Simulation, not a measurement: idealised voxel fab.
voxel plated lines: a process module
cross-section cut | 285 nm wide | cells 5 nm
Each cross-section below is a grid of square cells, stated as bands in top-down order, with one or more rows of cells making up each band.
The band entry comprises the height of the band's top followed by the height of its bottom, expressed in nm, and subsequently the band's materials from left to right, each stated together with its width in nm. Where a single material is marked with the word "edge to edge", that material fills the band from edge to edge. The word "blank" represents empty space.
Height reference: 0 = level under which incoming wafer is all one material. Lowest band: no bottom, runs on downward, e.g. "from 0 down".
The two numbers in a width such as "30->40" mark its ends across the band: the first belongs to the top row of cells, the second to the bottom row, and from each row to the next the width moves by the same amount.
Step note "remained the same" = no cross-section cell changed.
Empty spaces counting at least 8 cells and having no open way to the top are listed in "Closed void entries". The notation width x height at distance is used for each, the distance being from the left edge and all three values in nm.
On each step's line, the part that comes after the settings is the simulator's own comment on the step.
overlay nm: for a step with a mask, the amount by which the mask lay right of where it was planned; a negative amount means left of it.

Process steps - plan:
- 1: RECEIVE with material Si
- 2: CONFORMAL_DEP with material SiN, thk nm 10
- 3: DIRECTIONAL_DEP with material TiN, thk nm 5
- 4: PATTERN with tone open, mask id LINES, material resist, width nm 20, pitch nm 40, thk nm 15, overlay nm 0
- 5: EPI with material Ru, thk nm 10
- 6: STRIP with etch materials resist
- 7: DIRECTIONAL_ETCH with etch materials TiN, depth nm 5
- 8: CONFORMAL_DEP with material SiN, thk nm 10

First wafer, as planned:

Incoming wafer in cross-section (state: after step 1):
> from 0 down: Si edge to edge
> Closed void entries: none

After step 2: wafer cross-section:
> from 10 to 0: SiN edge to edge
> Lower than 0, everything is as it was.

After step 3: wafer cross-section:
> from 15 to 10: TiN edge to edge
> Lower than 10, everything is as it was.

After step 4: wafer cross-section:
> from 30 to 15: 110 of resist | 20 of blank | 20 of resist | 20 of blank | 115 of resist
> Lower than 15, everything is as it was.

After step 5: wafer cross-section:
> from 30 to 25: 110 of resist | 20 of blank | 20 of resist | 20 of blank | 115 of resist
> from 25 to 15: 110 of resist | 20 of Ru | 20 of resist | 20 of Ru | 115 of resist
> Lower than 15, everything is as it was.

After step 6: wafer cross-section:
> from 25 to 15: 110 of blank | 20 of Ru | 20 of blank | 20 of Ru | 115 of blank
> Lower than 15, everything is as it was.

After step 7: wafer cross-section:
> from 25 to 15: 110 of blank | 20 of Ru | 20 of blank | 20 of Ru | 115 of blank
> from 15 to 10: 110 of blank | 20 of TiN | 20 of blank | 20 of TiN | 115 of blank
> Lower than 10, everything is as it was.

After step 8: wafer cross-section:
> from 35 to 25: 100 of blank | 80 of SiN | 105 of blank
> from 25 to 20: 100 of blank | 10 of SiN | 20 of Ru | 20 of SiN | 20 of Ru | 10 of SiN | 105 of blank
> from 20 to 15: 110 of SiN | 20 of Ru | 20 of SiN | 20 of Ru | 115 of SiN
> from 15 to 10: 110 of SiN | 20 of TiN | 20 of SiN | 20 of TiN | 115 of SiN
> Lower than 10, everything is as it was.

Second wafer, same starting state and plan as the first, one mistake in the run, identical through step 7:

Cross-section of the second wafer at the time step 8 of the plan should have ended: remained the same
Want to know what went wrong? with respect to the plan, step 8 was omitted and not executed
Looking at both finished wafers in cells, the second ends up ahead of or behind the first on some materials: 138 fewer of SiN
